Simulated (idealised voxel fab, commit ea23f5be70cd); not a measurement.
Process module, titled voxel self aligned contacts
We display cut, a cross-section 220 nm in width whose square cells are each 5 nm.
In what follows, cross-sections appear as grids of square cells, described through bands that run from the top down, where every band is one or more rows of cells.
Top, bottom (nm), then materials left to right with widths (nm); lone material tagged "throughout" fills the whole band edge to edge; "blank" = empty space.
Heads up on the height convention: 0 is the point under which the incoming wafer is all one material, and the lowest band has no bottom, it just keeps going down, like "0..down".
Width "30->40": first value at the band's top row of cells, second value at its bottom row, equal change from row to row.
You'll sometimes find "identical to before" written for a step, and that's the way of saying that nowhere in the cross-section did a cell change during that step.
Sealed cavities: empty space of 8 cells or more with no open way to the top, each as width x height at its distance from the left edge, in nm
Note: text after step settings on the step line = simulator remark on that step.
overlay nm: mask offset rightward from planned place, masked step; negative means leftward offset.

This section lists the process steps that were planned
1,RECEIVE, material Si
2,CONFORMAL_DEP, material SiO2, thk nm 5
3,DIRECTIONAL_DEP, material polySi, thk nm 25
4,DIRECTIONAL_DEP, material SiN, thk nm 25
5,DIRECTIONAL_DEP, material aC, thk nm 15
6,PATTERN, tone cover, mask id GATE, material resist, width nm 25, pitch nm 70, thk nm 30, overlay nm 0
7,DIRECTIONAL_ETCH, etch materials aC, depth nm 15
8,STRIP, etch materials resist
9,DIRECTIONAL_ETCH, etch materials SiN, depth nm 25
10,DIRECTIONAL_ETCH, etch materials polySi, depth nm 25
11,STRIP, etch materials aC
12,CONFORMAL_DEP, material SiN, thk nm 10
13,DIRECTIONAL_ETCH, etch materials SiN, depth nm 10
14,FILL_DEP, material SiO2, thk nm 20
15,CMP, height nm 65
16,PATTERN, tone open, mask id CONTACT, material resist, width nm 55, thk nm 20, overlay nm 0
17,DIRECTIONAL_ETCH, etch materials SiO2, depth nm 65
18,STRIP, etch materials resist
19,CONFORMAL_DEP, material TiN, thk nm 5
20,FILL_DEP, material W, thk nm 10
21,CMP, height nm 65
22,CONFORMAL_DEP, material SiN, thk nm 5

Wafer as received: cross-section following step 1
> 0..down: Si throughout
> Sealed cavities: none

End state of the module in cross-section, given the above starting point and plan and one mistake in execution
> 70..65: SiN throughout
> 65..60: 50 nm SiO2, 45 nm SiN, 5 nm TiN, 15 nm W, 5 nm TiN, 45 nm SiN, 55 nm SiO2
> 60..55: 50 nm SiO2, 45 nm SiN, 25 nm TiN, 45 nm SiN, 55 nm SiO2
> 55..30: SiN throughout
> 30..5: polySi throughout
> 5..0: SiO2 throughout
> 0..down: Si throughout
> Sealed cavities: none
So what did we get wrong on this run? the plan had its step 4 run twice
